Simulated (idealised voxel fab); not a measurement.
process module | voxel capacitor over wiring
cross-section cut | 195 nm wide | cells 5 nm
A cross-section is a grid of square cells, given in bands from the top down. A band is one or more rows of cells.
Each band's line starts with the height of the band's top and of its bottom, in nm. Then come its materials from left to right, each with its width in nm. One material with "throughout" fills the band from edge to edge. "air" is empty space.
Height 0 is the level under which the wafer as received is all one material. The lowest band goes on downwards, as in "0 down".
A width such as "30 to 40" changes by the same amount from each row of cells to the next, from the band's top row to its bottom row.
"no change" after a step means that no cell of the cross-section changed.
closed voids: empty space of 8 cells or more with no open way to the top, each as width x height at its distance from the left edge, in nm
after a step's settings: what the simulator itself notes on the step
overlay nm, on a step with a mask: how far to the right of its planned place the mask lay; to the left if negative
plan
1 op RECEIVE | material Si
2 op CONFORMAL_DEP | material SiO2 | thk nm 15
3 op CONFORMAL_DEP | material SiCN | thk nm 5
4 op DIRECTIONAL_DEP | material lowk | thk nm 20
5 op MASKED_ETCH | tone open | mask id METAL_1 | width nm 20 | pitch nm 80 | etch materials lowk | depth nm 20 | overlay nm 0
6 op MASKED_ETCH | tone open | mask id METAL_1 | width nm 20 | pitch nm 80 | etch materials SiCN | depth nm 5 | overlay nm 0
7 op CONFORMAL_DEP | material TiN | thk nm 5
8 op FILL_DEP | material Cu | thk nm 5
9 op CMP | height nm 40
10 op CONFORMAL_DEP | material SiCN | thk nm 5
11 op DIRECTIONAL_DEP | material lowk | thk nm 20
12 op DIRECTIONAL_DEP | material aC | thk nm 10
13 op PATTERN | tone open | mask id PLUG_1 | material resist | width nm 15 | thk nm 25 | overlay nm 0
14 op DIRECTIONAL_ETCH | etch materials aC | depth nm 10
15 op STRIP | etch materials resist
16 op DIRECTIONAL_ETCH | etch materials lowk | depth nm 20
17 op DIRECTIONAL_ETCH | etch materials SiCN | depth nm 5
18 op STRIP | etch materials aC
19 op CONFORMAL_DEP | material TiN | thk nm 5
20 op FILL_DEP | material Ru | thk nm 10
21 op CMP | height nm 65
22 op DIRECTIONAL_DEP | material TiN | thk nm 5
23 op DIRECTIONAL_DEP | material Al2O3 | thk nm 5
24 op DIRECTIONAL_DEP | material TiN | thk nm 10
25 op MASKED_ETCH | tone cover | mask id UPPER_PLATE | width nm 65 | etch materials TiN | depth nm 10 | overlay nm 0
26 op MASKED_ETCH | tone cover | mask id UPPER_PLATE | width nm 65 | etch materials Al2O3 | depth nm 5 | overlay nm 0
27 op MASKED_ETCH | tone cover | mask id LOWER_PLATE | width nm 75 | etch materials TiN | depth nm 5 | overlay nm -15
28 op FILL_DEP | material SiO2 | thk nm 15
29 op CMP | height nm 95
30 op PATTERN | tone open | mask id PLUG_2 | material resist | width nm 15 | thk nm 15 | overlay nm 0
31 op DIRECTIONAL_ETCH | etch materials SiO2 | depth nm 10
32 op STRIP | etch materials resist
33 op CONFORMAL_DEP | material TiN | thk nm 5
34 op FILL_DEP | material W | thk nm 5
35 op CMP | height nm 95
36 op CONFORMAL_DEP | material SiCN | thk nm 5
varied across the wafers: overlay nm of step 27. The plan shows the first wafer's value. All wafers start alike
first wafer as received, after step 1
  0 down: Si throughout
  closed voids: none
each wafer at the end: cells of each material gained (+) or lost (-) since it was received, then its closed voids
overlay nm -15 | +13 Al2O3 | +16 Cu | +4 Ru | +106 SiCN | +291 SiO2 | +81 TiN | +1 W | +268 lowk | closed voids: none
overlay nm -10 | +13 Al2O3 | +16 Cu | +4 Ru | +106 SiCN | +291 SiO2 | +81 TiN | +1 W | +268 lowk | closed voids: none
overlay nm -5 | +13 Al2O3 | +16 Cu | +4 Ru | +106 SiCN | +291 SiO2 | +81 TiN | +1 W | +268 lowk | closed voids: none
overlay nm 0 | +13 Al2O3 | +16 Cu | +4 Ru | +106 SiCN | +291 SiO2 | +81 TiN | +1 W | +268 lowk | closed voids: none
overlay nm 5 | +13 Al2O3 | +16 Cu | +4 Ru | +106 SiCN | +291 SiO2 | +81 TiN | +1 W | +268 lowk | closed voids: none
overlay nm 10 | +13 Al2O3 | +16 Cu | +4 Ru | +106 SiCN | +291 SiO2 | +81 TiN | +1 W | +268 lowk | closed voids: none
overlay nm 15 | +13 Al2O3 | +16 Cu | +4 Ru | +106 SiCN | +291 SiO2 | +81 TiN | +1 W | +268 lowk | closed voids: none
